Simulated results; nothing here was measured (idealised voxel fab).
The process module that follows is named voxel wiring stack.
Cross-section cut: width 235 nm, square cells of 5 nm.
When this document writes out a cross-section, it uses a grid of square cells and lists it as bands, beginning at the top and moving down, with a band standing for one or more rows of cells. Basically the band line says how high the top is and how high the bottom is, in nm, and then what's in it from left to right, every material with its width in nm. Empty space shows up as "blank", and if a single material carries "edge to edge" it runs the full band edge to edge. A quick word on heights: they are counted from 0, and under that level the wafer as it came to us is one material throughout. The lowest band is different from the rest in having no bottom; it simply continues downward, written as in "z 0 and below". It should be noted that a width expressed as "30->40" varies in equal increments from row to row of cells within the band, taking the value of the first number at the top row and that of the second number at the bottom row. What does "no change" mean for a step? It means no cell of the cross-section changed in that step. Entry "Enclosed void listing" = empty spaces >= 8 cells with no open way to the top; each as width x height at distance, distance from left edge, all nm. Whatever follows a step's settings on its line is a remark the simulator itself makes about that step. "overlay nm", when on a step's line for a step with a mask, measures how far to the right of its planned place the mask lay; a negative measure means to the left.
### Below is the list of planned process steps
- 1: RECEIVE, material Si
- 2: CONFORMAL_DEP, material SiO2, thk nm 15
- 3: DIRECTIONAL_DEP, material TiN, thk nm 5
- 4: DIRECTIONAL_DEP, material Ru, thk nm 25
- 5: MASKED_ETCH, tone cover, mask id METAL_1, width nm 15, pitch nm 45, etch materials Ru, depth nm 25, overlay nm 0
- 6: MASKED_ETCH, tone cover, mask id METAL_1, width nm 20, pitch nm 45, etch materials TiN, depth nm 5, overlay nm 0
- 7: FILL_DEP, material SiO2, thk nm 10
- 8: CMP, height nm 45
- 9: CONFORMAL_DEP, material SiCN, thk nm 5
- 10: DIRECTIONAL_DEP, material lowk, thk nm 10
- 11: DIRECTIONAL_DEP, material aC, thk nm 15
- 12: PATTERN, tone open, mask id PLUG_1, material resist, width nm 15, pitch nm 90, thk nm 35, overlay nm 0
- 13: DIRECTIONAL_ETCH, etch materials aC, depth nm 15
- 14: STRIP, etch materials resist
- 15: DIRECTIONAL_ETCH, etch materials lowk, depth nm 10
- 16: DIRECTIONAL_ETCH, etch materials SiCN, depth nm 5
- 17: STRIP, etch materials aC
- 18: CONFORMAL_DEP, material TiN, thk nm 5
- 19: FILL_DEP, material Cu, thk nm 10
- 20: CMP, height nm 60
- 21: DIRECTIONAL_DEP, material TiN, thk nm 5
- 22: DIRECTIONAL_DEP, material W, thk nm 15
- 23: MASKED_ETCH, tone cover, mask id METAL_2, width nm 20, pitch nm 45, etch materials W, depth nm 15, overlay nm 0
- 24: MASKED_ETCH, tone cover, mask id METAL_2, width nm 20, pitch nm 45, etch materials TiN, depth nm 5, overlay nm 0
- 25: CONFORMAL_DEP, material SiCN, thk nm 5
- 26: FILL_DEP, material lowk, thk nm 10
- 27: CMP, height nm 80
- 28: CONFORMAL_DEP, material SiN, thk nm 5
All wafers enter the flow in the same state. The width nm at step 5 differs from wafer to wafer, and the plan gives the value for the first wafer.
### Incoming state of the first of several wafers in cross-section: after step 1
- z 0 and below | Si edge to edge
- Enclosed void listing: none
### What follows is a table in which each wafer occupies a row; for the wafer as it stands at the close of the module, the row states, material by material, how many cells have been gained (+) or lost (-) since receipt, and then gives its closed voids
width nm 15, +4 Cu, +60 Ru, +96 SiCN, +47 SiN, +347 SiO2, +46 TiN, +48 W, +151 lowk, Enclosed void listing: none
width nm 20, +4 Cu, +80 Ru, +96 SiCN, +47 SiN, +327 SiO2, +46 TiN, +48 W, +151 lowk, Enclosed void listing: none
width nm 25, +4 Cu, +100 Ru, +96 SiCN, +47 SiN, +303 SiO2, +50 TiN, +48 W, +151 lowk, Enclosed void listing: none
width nm 30, +4 Cu, +120 Ru, +96 SiCN, +47 SiN, +279 SiO2, +54 TiN, +48 W, +151 lowk, Enclosed void listing: none
